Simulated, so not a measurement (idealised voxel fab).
process module | voxel transistor to metal
cross-section cut | 210 nm wide | cells 5 nm
A cross-section is a grid of square cells, given in bands from the top down. A band is one or more rows of cells.
Each band's line starts with the height of the band's top and of its bottom, in nm. Then come its materials from left to right, each with its width in nm. One material with "throughout" fills the band from edge to edge. "air" is empty space.
Height 0 is the level under which the wafer as received is all one material. The lowest band goes on downwards, as in "0 down".
A width such as "30 to 40" changes by the same amount from each row of cells to the next, from the band's top row to its bottom row.
"no change" after a step means that no cell of the cross-section changed.
closed voids: empty space of 8 cells or more with no open way to the top, each as width x height at its distance from the left edge, in nm
after a step's settings: what the simulator itself notes on the step
overlay nm, on a step with a mask: how far to the right of its planned place the mask lay; to the left if negative
plan
1 op RECEIVE | material Si
2 op CONFORMAL_DEP | material SiO2 | thk nm 5
3 op CONFORMAL_DEP | material SiN | thk nm 15
4 op DIRECTIONAL_DEP | material aC | thk nm 10
5 op PATTERN | tone cover | mask id ACTIVE | material resist | width nm 115 | thk nm 25 | overlay nm 0
6 op DIRECTIONAL_ETCH | etch materials aC | depth nm 10
7 op STRIP | etch materials resist
8 op DIRECTIONAL_ETCH | etch materials SiN | depth nm 15
9 op DIRECTIONAL_ETCH | etch materials SiO2 | depth nm 5
10 op DIRECTIONAL_ETCH | etch materials Si | depth nm 20
11 op STRIP | etch materials aC
12 op OXIDIZE | depth nm 5
13 op FILL_DEP | material SiO2 | thk nm 15
14 op CMP | height nm 20
15 op SELECTIVE_ETCH | etch materials SiO2 | depth nm 15
16 op STRIP | etch materials SiN
17 op SELECTIVE_ETCH | etch materials SiO2 | depth nm 5
18 op OXIDIZE | depth nm 5
19 op DIRECTIONAL_DEP | material polySi | thk nm 30
20 op DIRECTIONAL_DEP | material SiCN | thk nm 10
21 op PATTERN | tone cover | mask id GATE | material resist | width nm 15 | thk nm 20 | overlay nm 0
22 op DIRECTIONAL_ETCH | etch materials SiCN | depth nm 20
23 op DIRECTIONAL_ETCH | etch materials polySi | depth nm 40
24 op STRIP | etch materials resist
25 op CONFORMAL_DEP | material SiO2 | thk nm 5
26 op DIRECTIONAL_ETCH | etch materials SiO2 | depth nm 5
27 op CONFORMAL_DEP | material SiN | thk nm 5
28 op DIRECTIONAL_ETCH | etch materials SiN | depth nm 5
29 op DIRECTIONAL_ETCH | etch materials SiO2 | depth nm 5
30 op EPI | material SiGe | thk nm 5
31 op FILL_DEP | material SiO2 | thk nm 10
32 op CMP | height nm 40
33 op DIRECTIONAL_DEP | material SiO2 | thk nm 10
34 op MASKED_ETCH | tone open | mask id CONTACT | width nm 30 | pitch nm 65 | etch materials SiO2 | depth nm 50 | overlay nm 0
35 op CONFORMAL_DEP | material TiN | thk nm 5
36 op FILL_DEP | material W | thk nm 10
37 op CMP | height nm 50
38 op CONFORMAL_DEP | material SiN | thk nm 5
39 op DIRECTIONAL_DEP | material SiO2 | thk nm 20
40 op MASKED_ETCH | tone open | mask id METAL_1 | width nm 15 | pitch nm 80 | etch materials SiO2 | depth nm 20 | overlay nm 0
41 op MASKED_ETCH | tone open | mask id METAL_1 | width nm 15 | pitch nm 80 | etch materials SiN | depth nm 5 | overlay nm 0
42 op CONFORMAL_DEP | material TiN | thk nm 5
43 op FILL_DEP | material W | thk nm 10
44 op CMP | height nm 75
45 op EPI | material Ru | thk nm 5
46 op FILL_DEP | material SiCN | thk nm 5
varied across the wafers: width nm of step 21. The plan shows the first wafer's value. All wafers start alike
first wafer as received, after step 1
  0 down: Si throughout
  closed voids: none
first wafer at the end, after step 46
  85 to 80: SiCN throughout
  80 to 75: SiCN 50 | Ru 25 | SiCN 55 | Ru 25 | SiCN 55
  75 to 55: SiO2 55 | TiN 5 | W 5 | TiN 5 | SiO2 65 | TiN 5 | W 5 | TiN 5 | SiO2 60
  55 to 50: SiN 55 | TiN 15 | SiN 65 | TiN 15 | SiN 60
  50 to 40: SiO2 55 | TiN 5 | W 20 | TiN 5 | SiO2 35 | TiN 5 | W 20 | TiN 5 | SiO2 60
  40 to 30: SiO2 55 | TiN 5 | W 20 | TiN 5 | SiN 5 | SiO2 5 | SiCN 15 | SiO2 5 | SiN 5 | TiN 5 | W 20 | TiN 5 | SiO2 60
  30 to 5: SiO2 55 | TiN 5 | W 20 | TiN 5 | SiN 5 | SiO2 5 | polySi 15 | SiO2 5 | SiN 5 | TiN 5 | W 20 | TiN 5 | SiO2 60
  5 to 0: SiO2 55 | TiN 30 | SiN 5 | SiO2 5 | polySi 15 | SiO2 5 | SiN 5 | TiN 30 | SiO2 60
  0 to -5: SiO2 45 | SiGe 40 | SiO2 35 | SiGe 40 | SiO2 50
  -5 to -25: SiO2 50 | Si 105 | SiO2 55
  -25 down: Si throughout
  closed voids: none
last wafer at the end
  85 to 80: SiCN throughout
  80 to 75: SiCN 50 | Ru 25 | SiCN 55 | Ru 25 | SiCN 55
  75 to 55: SiO2 55 | TiN 5 | W 5 | TiN 5 | SiO2 65 | TiN 5 | W 5 | TiN 5 | SiO2 60
  55 to 50: SiN 55 | TiN 15 | SiN 65 | TiN 15 | SiN 60
  50 to 40: SiO2 55 | TiN 5 | W 20 to 10 | TiN 5 to 15 | SiO2 35 | TiN 5 to 20 | W 20 to 5 | TiN 5 | SiO2 60
  40 to 30: SiO2 55 | TiN 5 | W 10 | TiN 5 | SiN 5 | TiN 5 | SiCN 40 | TiN 5 | SiN 5 | TiN 5 | W 5 | TiN 5 | SiO2 60
  30 to 5: SiO2 55 | TiN 5 | W 10 | TiN 5 | SiN 5 | TiN 5 | polySi 40 | TiN 5 | SiN 5 | TiN 5 | W 5 | TiN 5 | SiO2 60
  5 to 0: SiO2 55 | TiN 20 | SiN 5 | TiN 5 | polySi 40 | TiN 5 | SiN 5 | TiN 15 | SiO2 60
  0 to -5: SiO2 45 | SiGe 30 | SiO2 60 | SiGe 25 | SiO2 50
  -5 to -25: SiO2 50 | Si 105 | SiO2 55
  -25 down: Si throughout
  closed voids: none
each wafer at the end: cells of each material gained (+) or lost (-) since it was received, then its closed voids
width nm 15 | +10 Ru | -126 Si | +80 SiCN | +16 SiGe | +52 SiN | +514 SiO2 | +70 TiN | +80 W | +18 polySi | closed voids: none
width nm 20 | +10 Ru | -126 Si | +82 SiCN | +15 SiGe | +52 SiN | +515 SiO2 | +70 TiN | +72 W | +24 polySi | closed voids: none
width nm 25 | +10 Ru | -126 Si | +84 SiCN | +14 SiGe | +52 SiN | +516 SiO2 | +70 TiN | +64 W | +30 polySi | closed voids: none
width nm 30 | +10 Ru | -126 Si | +86 SiCN | +13 SiGe | +52 SiN | +509 SiO2 | +78 TiN | +56 W | +36 polySi | closed voids: none
width nm 35 | +10 Ru | -126 Si | +88 SiCN | +12 SiGe | +52 SiN | +502 SiO2 | +86 TiN | +48 W | +42 polySi | closed voids: none
width nm 40 | +10 Ru | -126 Si | +90 SiCN | +11 SiGe | +52 SiN | +503 SiO2 | +86 TiN | +40 W | +48 polySi | closed voids: none
